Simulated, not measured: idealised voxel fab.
This is a process module. Its name is voxel transistor to metal.
In the cross-section labelled cut, the width is 285 nm and each square cell is 5 nm.
How to read a cross-section here: the picture is a grid of square cells, written as bands going from the top down, and any band can span one or more rows of cells. It is stipulated that each band's entry specify, in nanometres, the height of the top of the band and then that of its bottom, followed by the materials of the band in left-to-right sequence, each together with its width in nanometres. A single material marked by the word "full width" is understood to fill the band from edge to edge; the word "empty" is understood to denote empty space. Where do heights start? At 0: under that level the wafer as delivered is made of one material only. And the lowest band has no floor; it just carries on downward, as in "0 down". Note: "30 to 40" means the width goes from the first number (top row of the band) to the second number (bottom row) in equal steps per row of cells. "everything unchanged" (step): cross-section cells unchanged, all of them. In the "Enclosed internal cavities" entry, you get each enclosed empty space of 8 cells or more, one with no open way to the top, written width x height at distance, distance from the left edge, in nm. On each step's line, the part that comes after the settings is the simulator's own comment on the step. overlay nm: right-of-plan distance of the mask on a masked step; negative values mean left-of-plan.
[So here's the lineup of process steps we planned]
| 1 | op RECEIVE | material Si |
| 2 | op OXIDIZE | depth nm 5 |
| 3 | op CONFORMAL_DEP | material SiN | thk nm 10 |
| 4 | op DIRECTIONAL_DEP | material aC | thk nm 10 |
| 5 | op PATTERN | tone cover | mask id ACTIVE | material resist | width nm 115 | pitch nm 135 | thk nm 30 | overlay nm 0 |
| 6 | op DIRECTIONAL_ETCH | etch materials aC | depth nm 10 |
| 7 | op STRIP | etch materials resist |
| 8 | op DIRECTIONAL_ETCH | etch materials SiN | depth nm 10 |
| 9 | op DIRECTIONAL_ETCH | etch materials SiO2 | depth nm 5 |
| 10 | op DIRECTIONAL_ETCH | etch materials Si | depth nm 35 |
| 11 | op STRIP | etch materials aC |
| 12 | op OXIDIZE | depth nm 5 |
| 13 | op FILL_DEP | material SiO2 | thk nm 10 |
| 14 | op CMP | height nm 10 |
| 15 | op SELECTIVE_ETCH | etch materials SiO2 | depth nm 5 |
| 16 | op STRIP | etch materials SiN |
| 17 | op SELECTIVE_ETCH | etch materials SiO2 | depth nm 5 |
| 18 | op OXIDIZE | depth nm 5 |
| 19 | op DIRECTIONAL_DEP | material polySi | thk nm 20 |
| 20 | op DIRECTIONAL_DEP | material SiCN | thk nm 10 |
| 21 | op MASKED_ETCH | tone cover | mask id GATE | width nm 35 | pitch nm 135 | etch materials SiCN | depth nm 20 | overlay nm 0 |
| 22 | op MASKED_ETCH | tone cover | mask id GATE | width nm 35 | pitch nm 135 | etch materials polySi | depth nm 30 | overlay nm 0 |
| 23 | op CONFORMAL_DEP | material SiN | thk nm 10 |
| 24 | op DIRECTIONAL_ETCH | etch materials SiN | depth nm 10 |
| 25 | op DIRECTIONAL_ETCH | etch materials SiO2 | depth nm 5 |
| 26 | op EPI | material SiGe | thk nm 5 |
| 27 | op FILL_DEP | material SiO2 | thk nm 5 |
| 28 | op CMP | height nm 15 |
| 29 | op STRIP | etch materials polySi |
| 30 | op SELECTIVE_ETCH | etch materials SiO2 | depth nm 5 |
| 31 | op CONFORMAL_DEP | material HfO2 | thk nm 5 |
| 32 | op CONFORMAL_DEP | material TiN | thk nm 5 |
| 33 | op FILL_DEP | material W | thk nm 5 |
| 34 | op CMP | height nm 10 |
| 35 | op DIRECTIONAL_DEP | material SiO2 | thk nm 10 |
| 36 | op DIRECTIONAL_DEP | material aC | thk nm 15 |
| 37 | op PATTERN | tone open | mask id CONTACT | material resist | width nm 15 | thk nm 30 | overlay nm 0 |
| 38 | op DIRECTIONAL_ETCH | etch materials aC | depth nm 15 |
| 39 | op STRIP | etch materials resist |
| 40 | op DIRECTIONAL_ETCH | etch materials SiO2 | depth nm 25 |
| 41 | op STRIP | etch materials aC |
| 42 | op CONFORMAL_DEP | material TiN | thk nm 5 |
| 43 | op FILL_DEP | material W | thk nm 10 |
| 44 | op CMP | height nm 20 |
| 45 | op CONFORMAL_DEP | material SiN | thk nm 5 |
| 46 | op DIRECTIONAL_DEP | material lowk | thk nm 20 |
| 47 | op PATTERN | tone open | mask id METAL_1 | material resist | width nm 15 | thk nm 15 | overlay nm 0 |
| 48 | op DIRECTIONAL_ETCH | etch materials lowk | depth nm 20 |
| 49 | op DIRECTIONAL_ETCH | etch materials SiN | depth nm 5 |
| 50 | op STRIP | etch materials resist |
| 51 | op CONFORMAL_DEP | material TiN | thk nm 5 |
| 52 | op FILL_DEP | material Cu | thk nm 5 |
| 53 | op CMP | height nm 45 |
| 54 | op EPI | material Ru | thk nm 5 |
| 55 | op FILL_DEP | material SiCN | thk nm 5 |
[As-received wafer cross-section (after step 1)]
0 down | Si full width
Enclosed internal cavities: none
[Starting wafer: above. Plan: above. Run: one mistake. Cross-section after the module: below]
55 to 50 | SiCN full width
50 to 45 | SiCN=20, then Ru=25, then SiCN=55, then Ru=25, then SiCN=30, then Ru=25, then SiCN=55, then Ru=25, then SiCN=25
45 to 25 | lowk=25, then TiN=5, then Cu=5, then TiN=5, then lowk=65, then TiN=5, then Cu=5, then TiN=5, then lowk=40, then TiN=5, then Cu=5, then TiN=5, then lowk=65, then TiN=5, then Cu=5, then TiN=5, then lowk=30
25 to 20 | SiN=25, then TiN=15, then SiN=65, then TiN=15, then SiN=40, then TiN=15, then SiN=65, then TiN=15, then SiN=30
20 to 10 | SiO2=25, then TiN=5, then W=5, then TiN=5, then SiO2=65, then TiN=5, then W=5, then TiN=5, then SiO2=40, then TiN=5, then W=5, then TiN=5, then SiO2=65, then TiN=5, then W=5, then TiN=5, then SiO2=30
10 to 0 | SiO2=25, then TiN=5, then W=5, then TiN=5, then SiO2=5, then SiN=10, then TiN=5, then HfO2=5, then W=15, then HfO2=5, then TiN=5, then SiN=10, then SiO2=5, then TiN=5, then W=5, then TiN=5, then SiO2=40, then TiN=5, then W=5, then TiN=5, then SiO2=5, then SiN=10, then TiN=5, then HfO2=5, then W=15, then HfO2=5, then TiN=5, then SiN=10, then SiO2=5, then TiN=5, then W=5, then TiN=5, then SiO2=30
0 to -5 | SiO2=10, then SiN=10, then SiO2=5, then TiN=15, then SiO2=5, then SiN=10, then TiN=5, then HfO2=25, then TiN=5, then SiN=10, then SiO2=5, then TiN=15, then SiO2=5, then SiN=10, then SiO2=10, then SiN=10, then SiO2=5, then TiN=15, then SiO2=5, then SiN=10, then TiN=5, then HfO2=25, then TiN=5, then SiN=10, then SiO2=5, then TiN=15, then SiO2=5, then SiN=10, then SiO2=15
-5 to -10 | SiO2=20, then SiGe=25, then SiO2=5, then TiN=45, then SiO2=5, then SiGe=25, then SiO2=30, then SiGe=25, then SiO2=5, then TiN=45, then SiO2=5, then SiGe=25, then SiO2=25
-10 to -45 | SiO2=20, then Si=105, then SiO2=30, then Si=105, then SiO2=25
-45 down | Si full width
Enclosed internal cavities: none
Deviation from plan: the run placed steps 31 and 32 each in the position the plan gave to the other
